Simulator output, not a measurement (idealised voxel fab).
voxel ribs on slabs: a process module
FYI the section here is cut, 195 nm wide, cells are 5 nm squares.
Bands, listed from the top down, are how a cross-section gets written in this document; the cross-section itself is a grid of square cells, and a band is one or more rows of them.
Per band: top height and bottom height in nm, followed by the left-to-right materials and their widths in nm; "edge to edge" marks a single material spanning edge to edge, "air" marks empty space.
Height datum 0, below which the as-received substrate wafer is one material. Lowest band open at the bottom, running downward: "0 down".
The two numbers in a width such as "30->40" mark its ends across the band: the first belongs to the top row of cells, the second to the bottom row, and from each row to the next the width moves by the same amount.
When a step is marked "remained the same", none of the cells in the cross-section changed during that step.
Under "Enclosed cavity list" you'll find the enclosed gaps, the ones with no way out to the top, that are 8 cells or bigger; each reads width x height at distance, with distance counted from the left edge, everything in nm.
Where a step's line continues beyond its settings, the continuation is a remark by the simulator itself on that step.
The "overlay nm" setting may appear on a step's line; for a step that uses a mask, it gives how far to the right of its planned position the mask lay, and a negative value indicates the left.
[Planned process steps]
1,RECEIVE, material Si
2,DIRECTIONAL_DEP, material SiO2, thk nm 20
3,DIRECTIONAL_DEP, material SiN, thk nm 20
4,PATTERN, tone cover, mask id RIB, material resist, width nm 30, thk nm 20, overlay nm 0
5,DIRECTIONAL_ETCH, etch materials SiN, depth nm 10
6,STRIP, etch materials resist
7,PATTERN, tone cover, mask id SLAB, material resist, width nm 60, thk nm 15, overlay nm 0
8,DIRECTIONAL_ETCH, etch materials SiN, depth nm 10
9,STRIP, etch materials resist
10,FILL_DEP, material SiO2, thk nm 25
11,CMP, height nm 55
12,DIRECTIONAL_DEP, material W, thk nm 5
13,PATTERN, tone cover, mask id HEATER, material resist, width nm 40, thk nm 20, overlay nm 0
14,DIRECTIONAL_ETCH, etch materials W, depth nm 5
15,STRIP, etch materials resist
16,CONFORMAL_DEP, material SiN, thk nm 5
[Cross-section of the wafer as it came to us, i.e., already through step 1]
  0 down | Si edge to edge
  Enclosed cavity list: none
[End state of the module in cross-section, given the above starting point and plan and one mistake in execution]
  65 to 60 | SiN 80 / air 30 / SiN 85
  60 to 55 | W 75 / SiN 40 / W 80
  55 to 40 | SiO2 edge to edge
  40 to 30 | SiO2 80 / SiN 30 / SiO2 85
  30 to 20 | SiO2 65 / SiN 60 / SiO2 70
  20 to 0 | SiO2 edge to edge
  0 down | Si edge to edge
  Enclosed cavity list: none
Which mistake was made when the wafer was run? not per plan at step 13, really ran PATTERN, tone open, mask id HEATER, material resist, width nm 40, thk nm 20, overlay nm 0
